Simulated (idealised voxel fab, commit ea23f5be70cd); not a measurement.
A process module follows: voxel wiring stack.
Shown is cross-section cut, with a width of 240 nm and square cells of size 5 nm.
In this document a cross-section is written as a grid of square cells. It is given as a series of bands, listed from the top down, and a band is one or more rows of cells.
Heights first: top, then bottom, in nm. Then materials, left to right, each with a width in nm. "full width" on a single material: fills the band edge to edge. "empty": empty space.
Where do heights start? At 0: under that level the wafer as delivered is made of one material only. And the lowest band has no floor; it just carries on downward, as in "0 -> down".
Width spec "30->40" -> top row of cells at first value, bottom row at second value, equal per-row change in between.
Key: "no modification" - step with no changed cell in the cross-section.
You'll see "Enclosed internal cavities" listing empty spaces that have no way open to the top, as long as they're 8 cells or more; the notation is width x height at distance, where the distance is from the left edge, and all of it is in nm.
Read whatever lies past the settings on a step's line as the simulator's own remark about the step.
The setting "overlay nm" may be written on the line of a step. When the step uses a mask, the value reports how far to the right of the planned place the mask lay, and a negative value reports that it lay to the left.
Plan:
1 RECEIVE (material Si)
2 CONFORMAL_DEP (material SiO2; thk nm 10)
3 CONFORMAL_DEP (material SiN; thk nm 5)
4 DIRECTIONAL_DEP (material lowk; thk nm 15)
5 DIRECTIONAL_DEP (material aC; thk nm 15)
6 PATTERN (tone open; mask id METAL_1; material resist; width nm 30; pitch nm 45; thk nm 35; overlay nm 0)
7 DIRECTIONAL_ETCH (etch materials aC; depth nm 15)
8 STRIP (etch materials resist)
9 DIRECTIONAL_ETCH (etch materials lowk; depth nm 15)
10 DIRECTIONAL_ETCH (etch materials SiN; depth nm 5)
11 STRIP (etch materials aC)
12 CONFORMAL_DEP (material TiN; thk nm 5)
13 FILL_DEP (material W; thk nm 10)
14 CMP (height nm 30)
15 EPI (material Ru; thk nm 5)
16 FILL_DEP (material SiCN; thk nm 5)
17 DIRECTIONAL_DEP (material SiO2; thk nm 10)
18 DIRECTIONAL_DEP (material aC; thk nm 15)
19 PATTERN (tone open; mask id PLUG_1; material resist; width nm 15; pitch nm 45; thk nm 30; overlay nm 0)
20 DIRECTIONAL_ETCH (etch materials aC; depth nm 15)
21 STRIP (etch materials resist)
22 DIRECTIONAL_ETCH (etch materials SiO2; depth nm 10)
23 DIRECTIONAL_ETCH (etch materials SiCN; depth nm 5)
24 STRIP (etch materials aC)
25 EPI (material Ru; thk nm 10)
26 EPI (material Ru; thk nm 5)
27 CONFORMAL_DEP (material SiN; thk nm 5)
28 DIRECTIONAL_DEP (material lowk; thk nm 25)
29 DIRECTIONAL_DEP (material aC; thk nm 10)
30 PATTERN (tone open; mask id METAL_2; material resist; width nm 30; pitch nm 45; thk nm 25; overlay nm 0)
31 DIRECTIONAL_ETCH (etch materials aC; depth nm 10)
32 STRIP (etch materials resist)
33 DIRECTIONAL_ETCH (etch materials lowk; depth nm 25)
34 DIRECTIONAL_ETCH (etch materials SiN; depth nm 5)
35 STRIP (etch materials aC)
36 CONFORMAL_DEP (material TiN; thk nm 5)
37 FILL_DEP (material W; thk nm 10)
38 CMP (height nm 80)
39 CONFORMAL_DEP (material SiCN; thk nm 5)
The cross-section here shows the wafer as received, i.e. in its state after step 1:
	0 -> down  Si full width
	Enclosed internal cavities: none
The first of the two wafers as seen in cross-section once the module was finished; processing followed the plan:
	85 -> 80  SiCN full width
	80 -> 55  lowk: 80, TiN: 5, W: 20, TiN: 5, lowk: 15, TiN: 5, W: 20, TiN: 5, lowk: 85
	55 -> 50  SiN: 80, TiN: 30, SiN: 15, TiN: 30, SiN: 85
	50 -> 40  SiO2: 80, Ru: 15, SiO2: 30, Ru: 15, SiO2: 100
	40 -> 30  SiCN: 80->75, Ru: 15->40, SiCN: 30->5, Ru: 15->40, SiCN: 100->80
	30 -> 15  lowk: 80, TiN: 5, W: 20, TiN: 5, lowk: 15, TiN: 5, W: 20, TiN: 5, lowk: 85
	15 -> 10  SiN: 80, TiN: 30, SiN: 15, TiN: 30, SiN: 85
	10 -> 0  SiO2 full width
	0 -> down  Si full width
	Enclosed internal cavities: none
End-of-module cross-section of the second wafer: identical starting point and process plan to the first, with one processing mistake:
	85 -> 80  SiCN full width
	80 -> 65  lowk: 80, TiN: 5, W: 20, TiN: 5, lowk: 15, TiN: 5, W: 20, TiN: 5, lowk: 85
	65 -> 60  lowk: 65, SiN: 15, TiN: 30, SiN: 15, TiN: 30, lowk: 85
	60 -> 55  lowk: 65, SiN: 5, Ru: 35, SiN: 10, Ru: 35, SiN: 5, lowk: 85
	55 -> 50  SiN: 70, Ru: 35, SiN: 10, Ru: 35, SiN: 90
	50 -> 40  SiO2: 80, Ru: 15, SiO2: 30, Ru: 15, SiO2: 100
	40 -> 30  SiCN: 80->75, Ru: 15->40, SiCN: 30->5, Ru: 15->40, SiCN: 100->80
	30 -> 15  lowk: 80, TiN: 5, W: 20, TiN: 5, lowk: 15, TiN: 5, W: 20, TiN: 5, lowk: 85
	15 -> 10  SiN: 80, TiN: 30, SiN: 15, TiN: 30, SiN: 85
	10 -> 0  SiO2 full width
	0 -> down  Si full width
	Enclosed internal cavities: none
Deviation from plan: step 25 in the plan was executed twice
Per the end-of-run cell counts, the second wafer holds more or fewer of some materials than the first: Ru: 28 more | SiN: 8 more | TiN: 8 fewer | W: 16 fewer | lowk: 12 fewer
